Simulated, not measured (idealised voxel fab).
Presented below is a process module, voxel gate over fins.
The cross-section on display is named cut; it measures 270 nm wide, and its cells are 5 nm squares.
Heads up, the way a cross-section reads in here is a grid of square cells, handed over as bands from the top down, with every band being one or more rows of cells. First you get the band's top height and its bottom height, in nm, and then the materials it's made of, left to right, with each width in nm. If you see a single material with "everywhere", that one covers the band edge to edge. "empty" is empty space. All heights in this document are referenced to 0, defined as the level beneath which the wafer, as received, consists entirely of one material. The lowest band is not bounded below; it extends indefinitely downward and is written in the form "0 nm and below". Read "30->40" as a graded width: first number on top, second number at the bottom, same change between each pair of neighbouring rows. Where the words "nothing got changed" appear for a step, the cross-section shows no cell changed by that step; every cell remained as before. The list in "Sealed void inventory" covers empty spaces of 8 cells or more that cannot reach the top through any open way, and it gives each as width x height at distance; the distance is from the left edge, and width, height and distance are in nm. The remark found on a step's line after its settings is issued by the simulator itself and pertains to that step. You can add "overlay nm" to a step's line. For a step with a mask, it describes how far the mask lay to the right of its planned position, and a negative number describes a lay to the left.

[Steps planned for the process]
| 1 | RECEIVE [material Si] |
| 2 | CONFORMAL_DEP [material SiN] [thk nm 5] |
| 3 | PATTERN [tone cover] [mask id FINS] [material resist] [width nm 15] [pitch nm 40] [thk nm 15] [overlay nm 0] |
| 4 | DIRECTIONAL_ETCH [etch materials SiN] [depth nm 5] |
| 5 | DIRECTIONAL_ETCH [etch materials Si] [depth nm 35] |
| 6 | STRIP [etch materials resist] |
| 7 | OXIDIZE [depth nm 5] |
| 8 | FILL_DEP [material SiO2] [thk nm 15] |
| 9 | CMP [height nm 5] |
| 10 | SELECTIVE_ETCH [etch materials SiO2] [depth nm 15] |
| 11 | STRIP [etch materials SiN] |
| 12 | CONFORMAL_DEP [material HfO2] [thk nm 5] |
| 13 | CONFORMAL_DEP [material TiN] [thk nm 5] |
| 14 | CONFORMAL_DEP [material TiAl] [thk nm 5] |
| 15 | CONFORMAL_DEP [material TiN] [thk nm 5] |
| 16 | FILL_DEP [material W] [thk nm 15] |
| 17 | CMP [height nm 30] |
| 18 | CONFORMAL_DEP [material SiN] [thk nm 10] |

[Of two wafers, the first: run according to plan]

[Cross-section: wafer on arrival = after step 1]
	0 nm and below | Si everywhere
	Sealed void inventory: none

[Step 2 complete: cross-section through the wafer]
	5 nm to 0 nm | SiN everywhere
	Below 0, no change.

[Step 3 complete: cross-section through the wafer]
	20 nm to 5 nm | empty 85  resist 15  empty 25  resist 15  empty 25  resist 15  empty 90
	Below 5, no change.

[Step 4 complete: cross-section through the wafer]
	20 nm to 5 nm | empty 85  resist 15  empty 25  resist 15  empty 25  resist 15  empty 90
	5 nm to 0 nm | empty 85  SiN 15  empty 25  SiN 15  empty 25  SiN 15  empty 90
	Below 0, no change.

[Step 5 complete: cross-section through the wafer]
	20 nm to 5 nm | empty 85  resist 15  empty 25  resist 15  empty 25  resist 15  empty 90
	5 nm to 0 nm | empty 85  SiN 15  empty 25  SiN 15  empty 25  SiN 15  empty 90
	0 nm to -35 nm | empty 85  Si 15  empty 25  Si 15  empty 25  Si 15  empty 90
	Below -35, no change.

[Step 6 complete: cross-section through the wafer]
	5 nm to 0 nm | empty 85  SiN 15  empty 25  SiN 15  empty 25  SiN 15  empty 90
	Below 0, no change.

[Step 7 complete: cross-section through the wafer]
	5 nm to 0 nm | empty 85  SiN 15  empty 25  SiN 15  empty 25  SiN 15  empty 90
	0 nm to -35 nm | empty 85  SiO2 5  Si 5  SiO2 5  empty 25  SiO2 5  Si 5  SiO2 5  empty 25  SiO2 5  Si 5  SiO2 5  empty 90
	-35 nm to -40 nm | SiO2 90  Si 5  SiO2 35  Si 5  SiO2 35  Si 5  SiO2 95
	Below -40, no change.

[Step 8 complete: cross-section through the wafer]
	20 nm to 5 nm | SiO2 everywhere
	5 nm to 0 nm | SiO2 85  SiN 15  SiO2 25  SiN 15  SiO2 25  SiN 15  SiO2 90
	0 nm to -40 nm | SiO2 90  Si 5  SiO2 35  Si 5  SiO2 35  Si 5  SiO2 95
	Below -40, no change.

[Step 9 complete: cross-section through the wafer]
	5 nm to 0 nm | SiO2 85  SiN 15  SiO2 25  SiN 15  SiO2 25  SiN 15  SiO2 90
	Below 0, no change.

[Step 10 complete: cross-section through the wafer]
	5 nm to 0 nm | empty 85  SiN 15  empty 25  SiN 15  empty 25  SiN 15  empty 90
	0 nm to -10 nm | empty 90  Si 5  empty 35  Si 5  empty 35  Si 5  empty 95
	Below -10, no change.

[Step 11 complete: cross-section through the wafer]
	0 nm to -10 nm | empty 90  Si 5  empty 35  Si 5  empty 35  Si 5  empty 95
	Below -10, no change.

[Step 12 complete: cross-section through the wafer]
	5 nm to 0 nm | empty 85  HfO2 15  empty 25  HfO2 15  empty 25  HfO2 15  empty 90
	0 nm to -5 nm | empty 85  HfO2 5  Si 5  HfO2 5  empty 25  HfO2 5  Si 5  HfO2 5  empty 25  HfO2 5  Si 5  HfO2 5  empty 90
	-5 nm to -10 nm | HfO2 90  Si 5  HfO2 35  Si 5  HfO2 35  Si 5  HfO2 95
	Below -10, no change.

[Step 13 complete: cross-section through the wafer]
	10 nm to 5 nm | empty 80  TiN 25  empty 15  TiN 25  empty 15  TiN 25  empty 85
	5 nm to 0 nm | empty 80  TiN 5  HfO2 15  TiN 5  empty 15  TiN 5  HfO2 15  TiN 5  empty 15  TiN 5  HfO2 15  TiN 5  empty 85
	0 nm to -5 nm | TiN 85  HfO2 5  Si 5  HfO2 5  TiN 25  HfO2 5  Si 5  HfO2 5  TiN 25  HfO2 5  Si 5  HfO2 5  TiN 90
	Below -5, no change.

[Step 14 complete: cross-section through the wafer]
	15 nm to 10 nm | empty 75  TiAl 35  empty 5  TiAl 35  empty 5  TiAl 35  empty 80
	10 nm to 5 nm | empty 75  TiAl 5  TiN 25  TiAl 5  empty 5  TiAl 5  TiN 25  TiAl 5  empty 5  TiAl 5  TiN 25  TiAl 5  empty 80
	5 nm to 0 nm | TiAl 80  TiN 5  HfO2 15  TiN 5  TiAl 15  TiN 5  HfO2 15  TiN 5  TiAl 15  TiN 5  HfO2 15  TiN 5  TiAl 85
	Below 0, no change.

[Step 15 complete: cross-section through the wafer]
	20 nm to 15 nm | empty 70  TiN 125  empty 75
	15 nm to 10 nm | empty 70  TiN 5  TiAl 35  TiN 5  TiAl 35  TiN 5  TiAl 35  TiN 5  empty 75
	10 nm to 5 nm | TiN 75  TiAl 5  TiN 25  TiAl 5  TiN 5  TiAl 5  TiN 25  TiAl 5  TiN 5  TiAl 5  TiN 25  TiAl 5  TiN 80
	Below 5, no change.

[Step 16 complete: cross-section through the wafer]
	35 nm to 20 nm | W everywhere
	20 nm to 15 nm | W 70  TiN 125  W 75
	15 nm to 10 nm | W 70  TiN 5  TiAl 35  TiN 5  TiAl 35  TiN 5  TiAl 35  TiN 5  W 75
	Below 10, no change.

[Step 17 complete: cross-section through the wafer]
	30 nm to 20 nm | W everywhere
	Below 20, no change.

[Step 18 complete: cross-section through the wafer]
	40 nm to 30 nm | SiN everywhere
	Below 30, no change.

[Wafer two of the pair: same origin, same plan, one error during the run; identical to wafer one up to and including step 13]

X-section, second wafer, when step 14 was due to finish: nothing got changed

[X-section, second wafer, when step 15 was due to finish]
	15 nm to 5 nm | empty 75  TiN 35  empty 5  TiN 35  empty 5  TiN 35  empty 80
	5 nm to 0 nm | TiN 85  HfO2 15  TiN 25  HfO2 15  TiN 25  HfO2 15  TiN 90
	Below 0, no change.

[X-section, second wafer, when step 16 was due to finish]
	30 nm to 15 nm | W everywhere
	15 nm to 5 nm | W 75  TiN 35  W 5  TiN 35  W 5  TiN 35  W 80
	Below 5, no change.

X-section, second wafer, when step 17 was due to finish: nothing got changed

[X-section, second wafer, when step 18 was due to finish]
	40 nm to 30 nm | SiN everywhere
	Below 30, no change.
Error vs. plan: the plan's step 14 went unexecuted, having been skipped
Materials where the second wafer ends with more or fewer cells than the first: 66 fewer of TiAl, 4 more of TiN, 62 more of W
